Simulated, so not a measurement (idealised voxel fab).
The process module that follows is named voxel transistor to metal.
cross-section cut | 150 nm wide | cells 5 nm
When this document writes out a cross-section, it uses a grid of square cells and lists it as bands, beginning at the top and moving down, with a band standing for one or more rows of cells.
A band entry consists of two parts. The first gives the height of the band's top and the height of its bottom, in nm. The rest lists the band's materials from left to right, each with its width in nm. A single material labelled with the word "full width" fills the band from edge to edge, and the word "empty" marks empty space.
Beneath 0, the wafer as received is one material, and that level is where height counting begins. The lowest band goes on downward without a bottom; it is written like "0..down".
A width given as "30->40" starts at the first number in the band's top row and ends at the second number in its bottom row, shifting by an equal amount at every step from row to row.
Basically "no alteration" means that step didn't change any cell in the cross-section.
The label "Voids lacking openings" introduces a list of the empty spaces, 8 cells or larger, that have no open way up to the top; each entry in it reads width x height at distance, where the distance is taken from the left edge and all three are stated in nm.
Formally, on a step line, whatever follows the settings is a remark that the simulator itself makes on the step.
If you see "overlay nm" on a step's line and that step has a mask, it's telling you how far right of where it was planned the mask ended up; a negative number means it went left instead.
This section lists the process steps that were planned
| 1 | RECEIVE [material Si] |
| 2 | CONFORMAL_DEP [material SiO2] [thk nm 5] |
| 3 | CONFORMAL_DEP [material SiN] [thk nm 10] |
| 4 | PATTERN [tone cover] [mask id ACTIVE] [material resist] [width nm 115] [thk nm 15] [overlay nm 0] |
| 5 | DIRECTIONAL_ETCH [etch materials SiN] [depth nm 10] |
| 6 | DIRECTIONAL_ETCH [etch materials SiO2] [depth nm 5] |
| 7 | DIRECTIONAL_ETCH [etch materials Si] [depth nm 20] |
| 8 | STRIP [etch materials resist] |
| 9 | FILL_DEP [material SiO2] [thk nm 15] |
| 10 | CMP [height nm 15] |
| 11 | SELECTIVE_ETCH [etch materials SiO2] [depth nm 10] |
| 12 | STRIP [etch materials SiN] |
| 13 | SELECTIVE_ETCH [etch materials SiO2] [depth nm 5] |
| 14 | OXIDIZE [depth nm 5] |
| 15 | DIRECTIONAL_DEP [material polySi] [thk nm 20] |
| 16 | DIRECTIONAL_DEP [material SiCN] [thk nm 10] |
| 17 | DIRECTIONAL_DEP [material aC] [thk nm 10] |
| 18 | PATTERN [tone cover] [mask id GATE] [material resist] [width nm 35] [thk nm 30] [overlay nm 0] |
| 19 | DIRECTIONAL_ETCH [etch materials aC] [depth nm 10] |
| 20 | STRIP [etch materials resist] |
| 21 | DIRECTIONAL_ETCH [etch materials SiCN] [depth nm 20] |
| 22 | DIRECTIONAL_ETCH [etch materials polySi] [depth nm 30] |
| 23 | STRIP [etch materials aC] |
| 24 | CONFORMAL_DEP [material SiN] [thk nm 5] |
| 25 | DIRECTIONAL_ETCH [etch materials SiN] [depth nm 5] |
| 26 | DIRECTIONAL_ETCH [etch materials SiO2] [depth nm 5] |
| 27 | DIRECTIONAL_ETCH [etch materials Si] [depth nm 5] |
| 28 | EPI [material SiGe] [thk nm 10] |
| 29 | FILL_DEP [material SiO2] [thk nm 10] |
| 30 | CMP [height nm 20] |
| 31 | STRIP [etch materials polySi] |
| 32 | SELECTIVE_ETCH [etch materials SiO2] [depth nm 5] |
| 33 | CONFORMAL_DEP [material HfO2] [thk nm 5] |
| 34 | CONFORMAL_DEP [material TiN] [thk nm 5] |
| 35 | FILL_DEP [material W] [thk nm 5] |
| 36 | CMP [height nm 15] |
| 37 | DIRECTIONAL_DEP [material SiO2] [thk nm 10] |
| 38 | PATTERN [tone open] [mask id CONTACT] [material resist] [width nm 15] [pitch nm 90] [thk nm 20] [overlay nm 0] |
| 39 | DIRECTIONAL_ETCH [etch materials SiO2] [depth nm 25] |
| 40 | STRIP [etch materials resist] |
| 41 | CONFORMAL_DEP [material TiN] [thk nm 5] |
| 42 | FILL_DEP [material W] [thk nm 5] |
| 43 | CMP [height nm 25] |
| 44 | CONFORMAL_DEP [material SiCN] [thk nm 5] |
| 45 | DIRECTIONAL_DEP [material lowk] [thk nm 20] |
| 46 | PATTERN [tone open] [mask id METAL_1] [material resist] [width nm 15] [pitch nm 90] [thk nm 15] [overlay nm 0] |
| 47 | DIRECTIONAL_ETCH [etch materials lowk] [depth nm 20] |
| 48 | DIRECTIONAL_ETCH [etch materials SiCN] [depth nm 5] |
| 49 | STRIP [etch materials resist] |
| 50 | CONFORMAL_DEP [material TiN] [thk nm 5] |
| 51 | FILL_DEP [material Ru] [thk nm 5] |
| 52 | CMP [height nm 50] |
| 53 | EPI [material Ru] [thk nm 5] |
| 54 | FILL_DEP [material SiCN] [thk nm 5] |
So this is the incoming wafer in cross-section - it's already been through step 1
  0..down  Si full width
  Voids lacking openings: none
Wafer cross-section at end of module: start and plan as shown above, one execution error
  60..55  SiCN full width
  55..50  15 of SiCN / 25 of Ru / 65 of SiCN / 25 of Ru / 20 of SiCN
  50..30  20 of lowk / 5 of TiN / 5 of Ru / 5 of TiN / 75 of lowk / 5 of TiN / 5 of Ru / 5 of TiN / 25 of lowk
  30..25  20 of SiCN / 15 of TiN / 75 of SiCN / 15 of TiN / 25 of SiCN
  25..15  20 of SiO2 / 5 of TiN / 5 of W / 5 of TiN / 75 of SiO2 / 5 of TiN / 5 of W / 5 of TiN / 25 of SiO2
  15..10  20 of SiO2 / 5 of TiN / 5 of W / 5 of TiN / 15 of SiO2 / 5 of SiN / 5 of HfO2 / 5 of TiN / 15 of W / 5 of TiN / 5 of HfO2 / 5 of SiN / 15 of SiO2 / 5 of TiN / 5 of W / 5 of TiN / 25 of SiO2
  10..5  20 of SiO2 / 15 of TiN / 5 of SiO2 / 10 of SiGe / 5 of SiN / 5 of HfO2 / 25 of TiN / 5 of HfO2 / 5 of SiN / 10 of SiGe / 5 of SiO2 / 15 of TiN / 25 of SiO2
  5..0  10 of SiO2 / 5 of SiN / 35 of SiGe / 45 of HfO2 / 35 of SiGe / 5 of SiN / 15 of SiO2
  0..-5  20 of SiO2 / 30 of SiGe / 45 of Si / 30 of SiGe / 25 of SiO2
  -5..-15  15 of SiO2 / 115 of Si / 20 of SiO2
  -15..down  Si full width
  Voids lacking openings: none
Run error: step 2 ran as: CONFORMAL_DEP [material polySi] [thk nm 5]
